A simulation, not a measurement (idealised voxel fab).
This section sets out a process module, namely voxel capacitor over wiring.
Cross-sectional view cut (width: 220 nm; square cell size: 5 nm).
Cross-sections here: square-cell grids, written as top-down lists of bands, a band being one or more rows of cells. It is stipulated that each band's entry specify, in nanometres, the height of the top of the band and then that of its bottom, followed by the materials of the band in left-to-right sequence, each together with its width in nanometres. A single material marked by the word "edge to edge" is understood to fill the band from edge to edge; the word "air" is understood to denote empty space. It should be noted that heights are counted from 0, beneath which the wafer as supplied is of one material throughout, and that the lowest band possesses no lower boundary but continues downward, as written in "0 and below". With a width like "30 to 40", each row of cells in the band differs from the next by the same amount, the top row carrying the first number and the bottom row the second. When a step is marked "nothing altered", none of the cells in the cross-section changed during that step. What "Voids, enclosed" gives you is every empty space of 8 cells or more that is cut off from the top. Each appears as width x height at distance, with the distance taken from the left edge and width, height and distance all in nm. Heads up: the bit after the settings on a step's line is the simulator's remark on that step. The setting "overlay nm" may be written on the line of a step. When the step uses a mask, the value reports how far to the right of the planned place the mask lay, and a negative value reports that it lay to the left.

[This section lists the process steps that were planned]
| 1 | RECEIVE: material Si |
| 2 | CONFORMAL_DEP: material SiO2, thk nm 15 |
| 3 | CONFORMAL_DEP: material SiN, thk nm 5 |
| 4 | DIRECTIONAL_DEP: material SiO2, thk nm 25 |
| 5 | MASKED_ETCH: tone open, mask id METAL_1, width nm 20, pitch nm 80, etch materials SiO2, depth nm 25, overlay nm 0 |
| 6 | MASKED_ETCH: tone open, mask id METAL_1, width nm 20, pitch nm 80, etch materials SiN, depth nm 5, overlay nm 0 |
| 7 | CONFORMAL_DEP: material TiN, thk nm 5 |
| 8 | FILL_DEP: material Ru, thk nm 10 |
| 9 | CMP: height nm 45 |
| 10 | EPI: material Ru, thk nm 5 |
| 11 | FILL_DEP: material SiCN, thk nm 5 |
| 12 | DIRECTIONAL_DEP: material lowk, thk nm 10 |
| 13 | MASKED_ETCH: tone open, mask id PLUG_1, width nm 15, etch materials lowk, depth nm 10, overlay nm 0 |
| 14 | MASKED_ETCH: tone open, mask id PLUG_1, width nm 15, etch materials SiCN, depth nm 5, overlay nm 0 |
| 15 | EPI: material Ru, thk nm 10 |
| 16 | EPI: material Ru, thk nm 5 |
| 17 | DIRECTIONAL_DEP: material TiN, thk nm 10 |
| 18 | DIRECTIONAL_DEP: material Al2O3, thk nm 5 |
| 19 | DIRECTIONAL_DEP: material TiN, thk nm 10 |
| 20 | PATTERN: tone cover, mask id UPPER_PLATE, material resist, width nm 65, thk nm 20, overlay nm 0 |
| 21 | DIRECTIONAL_ETCH: etch materials TiN, depth nm 10 |
| 22 | DIRECTIONAL_ETCH: etch materials Al2O3, depth nm 5 |
| 23 | STRIP: etch materials resist |
| 24 | DIRECTIONAL_DEP: material aC, thk nm 15 |
| 25 | PATTERN: tone cover, mask id LOWER_PLATE, material resist, width nm 75, thk nm 30, overlay nm 0 |
| 26 | DIRECTIONAL_ETCH: etch materials aC, depth nm 15 |
| 27 | STRIP: etch materials resist |
| 28 | DIRECTIONAL_ETCH: etch materials TiN, depth nm 10 |
| 29 | STRIP: etch materials aC |
| 30 | FILL_DEP: material SiO2, thk nm 15 |
| 31 | CMP: height nm 100 |
| 32 | DIRECTIONAL_DEP: material aC, thk nm 15 |
| 33 | PATTERN: tone open, mask id PLUG_2, material resist, width nm 15, thk nm 35, overlay nm 0 |
| 34 | DIRECTIONAL_ETCH: etch materials aC, depth nm 15 |
| 35 | STRIP: etch materials resist |
| 36 | DIRECTIONAL_ETCH: etch materials SiO2, depth nm 10 |
| 37 | STRIP: etch materials aC |
| 38 | CONFORMAL_DEP: material TiN, thk nm 5 |
| 39 | FILL_DEP: material Ru, thk nm 5 |
| 40 | CMP: height nm 100 |
| 41 | CONFORMAL_DEP: material SiN, thk nm 5 |

[Shown in cross-section is the wafer as received, that is, as it stands after step 1]
* 0 and below | Si edge to edge
* Voids, enclosed: none

[Below is the wafer in cross-section after the module was completed. It began from the starting point shown above and followed the plan shown above, except that one mistake was made while running it]
* 105 down to 100 | SiN edge to edge
* 100 down to 95 | Ru (70) / TiN (5) / SiO2 (15) / TiN (5) / Ru (125)
* 95 down to 90 | TiN (75) / SiO2 (15) / TiN (130)
* 90 down to 80 | SiO2 (65) / TiN (65) / SiO2 (90)
* 80 down to 75 | SiO2 (65) / Al2O3 (65) / SiO2 (90)
* 75 down to 65 | SiO2 (60) / TiN (75) / SiO2 (85)
* 65 down to 55 | lowk (65) / Ru (15) / lowk (140)
* 55 down to 50 | SiCN (65) / Ru (15) / SiCN (140)
* 50 down to 45 | SiCN (55) / Ru (30) / SiCN (50) / Ru (30) / SiCN (55)
* 45 down to 20 | SiO2 (60) / TiN (5) / Ru (10) / TiN (5) / SiO2 (60) / TiN (5) / Ru (10) / TiN (5) / SiO2 (60)
* 20 down to 15 | SiN (60) / TiN (20) / SiN (60) / TiN (20) / SiN (60)
* 15 down to 0 | SiO2 edge to edge
* 0 and below | Si edge to edge
* Voids, enclosed: none
Short version of what went wrong: step 33 ran with different settings than intended, the actual operation and settings being PATTERN: tone cover, mask id PLUG_2, material resist, width nm 15, thk nm 35, overlay nm 0
